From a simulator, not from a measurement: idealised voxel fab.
process module | voxel self aligned vias
cross-section cut | 270 nm wide | cells 5 nm
A cross-section is a grid of square cells, given in bands from the top down. A band is one or more rows of cells.
Each band's line starts with the height of the band's top and of its bottom, in nm. Then come its materials from left to right, each with its width in nm. One material with "throughout" fills the band from edge to edge. "air" is empty space.
Height 0 is the level under which the wafer as received is all one material. The lowest band goes on downwards, as in "0 down".
A width such as "30 to 40" changes by the same amount from each row of cells to the next, from the band's top row to its bottom row.
"no change" after a step means that no cell of the cross-section changed.
closed voids: empty space of 8 cells or more with no open way to the top, each as width x height at its distance from the left edge, in nm
after a step's settings: what the simulator itself notes on the step
overlay nm, on a step with a mask: how far to the right of its planned place the mask lay; to the left if negative
plan
1 op RECEIVE | material Si
2 op CONFORMAL_DEP | material SiO2 | thk nm 10
3 op CONFORMAL_DEP | material SiCN | thk nm 5
4 op DIRECTIONAL_DEP | material lowk | thk nm 20
5 op MASKED_ETCH | tone open | mask id LINES | width nm 20 | pitch nm 70 | etch materials lowk | depth nm 20 | overlay nm 0
6 op CONFORMAL_DEP | material TiN | thk nm 5
7 op FILL_DEP | material Ru | thk nm 10
8 op CMP | height nm 35
9 op SELECTIVE_ETCH | etch materials W Ru TiN | depth nm 5
10 op FILL_DEP | material SiN | thk nm 5
11 op CMP | height nm 35
12 op DIRECTIONAL_DEP | material lowk | thk nm 20
13 op DIRECTIONAL_DEP | material aC | thk nm 15
14 op PATTERN | tone open | mask id VIAS | material resist | width nm 40 | pitch nm 70 | thk nm 30 | overlay nm 0
15 op DIRECTIONAL_ETCH | etch materials aC | depth nm 15
16 op STRIP | etch materials resist
17 op DIRECTIONAL_ETCH | etch materials lowk | depth nm 20
18 op DIRECTIONAL_ETCH | etch materials SiN | depth nm 5
19 op STRIP | etch materials aC
20 op CONFORMAL_DEP | material TiN | thk nm 5
21 op FILL_DEP | material Ru | thk nm 10
22 op CMP | height nm 55
23 op CONFORMAL_DEP | material SiCN | thk nm 5
as received, after step 1
  0 down: Si throughout
  closed voids: none
first wafer at the end, as planned
  60 to 55: SiCN throughout
  55 to 40: lowk 80 | TiN 5 | Ru 30 | TiN 5 | lowk 30 | TiN 5 | Ru 30 | TiN 5 | lowk 80
  40 to 35: lowk 80 | TiN 15 | Ru 10 | TiN 15 | lowk 30 | TiN 15 | Ru 10 | TiN 15 | lowk 80
  35 to 30: lowk 90 | TiN 20 | lowk 50 | TiN 20 | lowk 90
  30 to 20: lowk 90 | TiN 5 | Ru 10 | TiN 5 | lowk 50 | TiN 5 | Ru 10 | TiN 5 | lowk 90
  20 to 15: lowk 90 | TiN 20 | lowk 50 | TiN 20 | lowk 90
  15 to 10: SiCN throughout
  10 to 0: SiO2 throughout
  0 down: Si throughout
  closed voids: none
second wafer at the end: like start, like plan, one mistake
  75 to 70: SiCN throughout
  70 to 60: Ru throughout
  60 to 55: TiN 85 | Ru 30 | TiN 40 | Ru 30 | TiN 85
  55 to 40: lowk 80 | TiN 5 | Ru 30 | TiN 5 | lowk 30 | TiN 5 | Ru 30 | TiN 5 | lowk 80
  40 to 35: lowk 80 | TiN 15 | Ru 10 | TiN 15 | lowk 30 | TiN 15 | Ru 10 | TiN 15 | lowk 80
  35 to 30: lowk 90 | TiN 20 | lowk 50 | TiN 20 | lowk 90
  30 to 20: lowk 90 | TiN 5 | Ru 10 | TiN 5 | lowk 50 | TiN 5 | Ru 10 | TiN 5 | lowk 90
  20 to 15: lowk 90 | TiN 20 | lowk 50 | TiN 20 | lowk 90
  15 to 10: SiCN throughout
  10 to 0: SiO2 throughout
  0 down: Si throughout
  closed voids: none
what went wrong: step 22 was left out
at the end the second wafer has, in cells: 120 more of Ru | 42 more of TiN
